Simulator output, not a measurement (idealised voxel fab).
The following process module bears the name voxel self aligned contacts.
Section cut is 265 nm wide and gridded with 5 nm square cells.
In this document a cross-section is written as a grid of square cells. It is given as a series of bands, listed from the top down, and a band is one or more rows of cells. Top height, bottom height, nm. Materials left to right, width each, nm. Single material + "throughout" = fills band edge to edge. "blank" = empty. It should be noted that heights are counted from 0, beneath which the wafer as supplied is of one material throughout, and that the lowest band possesses no lower boundary but continues downward, as written in "from 0 down". Top row gets the first number, bottom row gets the second, and each row in between changes by the same step: that is how a band width like "30..40" works. The designation "remained unchanged", where it is given for a processing step, indicates that no cell of the cross-section was altered in the course of that step. "Cavities, sealed" means: voids of 8 cells or more that are shut off from the top with no open way through. Written width x height at distance, distance from the left edge, in nm. It should be noted that, on the line of a given step, the content following the step's settings is a remark produced by the simulator itself with respect to that step. overlay nm: on a step with a mask, how far right of its planned place the mask lay; negative means left.
**These are the steps we planned for the process**
1,RECEIVE (material Si)
2,OXIDIZE (depth nm 5)
3,DIRECTIONAL_DEP (material polySi; thk nm 30)
4,DIRECTIONAL_DEP (material SiN; thk nm 20)
5,DIRECTIONAL_DEP (material aC; thk nm 15)
6,PATTERN (tone cover; mask id GATE; material resist; width nm 35; pitch nm 70; thk nm 30; overlay nm 0)
7,DIRECTIONAL_ETCH (etch materials aC; depth nm 15)
8,STRIP (etch materials resist)
9,DIRECTIONAL_ETCH (etch materials SiN; depth nm 20)
10,DIRECTIONAL_ETCH (etch materials polySi; depth nm 30)
11,STRIP (etch materials aC)
12,CONFORMAL_DEP (material SiN; thk nm 5)
13,DIRECTIONAL_ETCH (etch materials SiN; depth nm 5)
14,FILL_DEP (material SiO2; thk nm 10)
15,CMP (height nm 55)
16,PATTERN (tone open; mask id CONTACT; material resist; width nm 55; thk nm 15; overlay nm 0)
17,DIRECTIONAL_ETCH (etch materials SiO2; depth nm 60)
18,STRIP (etch materials resist)
19,CONFORMAL_DEP (material TiN; thk nm 5)
20,FILL_DEP (material Ru; thk nm 10)
21,CMP (height nm 55)
22,CONFORMAL_DEP (material SiN; thk nm 5)
**Incoming wafer, cross-sectional view, post step 1**
* from 0 down: Si throughout
* Cavities, sealed: none
**Figure: cross-sectional view of the wafer upon completion of the module, processed from the initial state and according to the plan depicted above, with one error introduced during execution**
* from 75 to 70: SiN throughout
* from 70 to 60: Ru throughout
* from 60 to 55: TiN: 110; Ru: 45; TiN: 110
* from 55 to 50: SiO2: 105; TiN: 20; Ru: 15; TiN: 20; SiO2: 105
* from 50 to 30: SiO2: 75; SiN: 45; TiN: 5; Ru: 15; TiN: 5; SiN: 45; SiO2: 75
* from 30 to 0: SiO2: 75; SiN: 5; polySi: 35; SiN: 5; TiN: 5; Ru: 15; TiN: 5; SiN: 5; polySi: 35; SiN: 5; SiO2: 75
* from 0 to -5: SiO2: 120; TiN: 25; SiO2: 120
* from -5 down: Si throughout
* Cavities, sealed: none
Misprocessing identified: yeah, step 21 of the plan got skipped, never ran
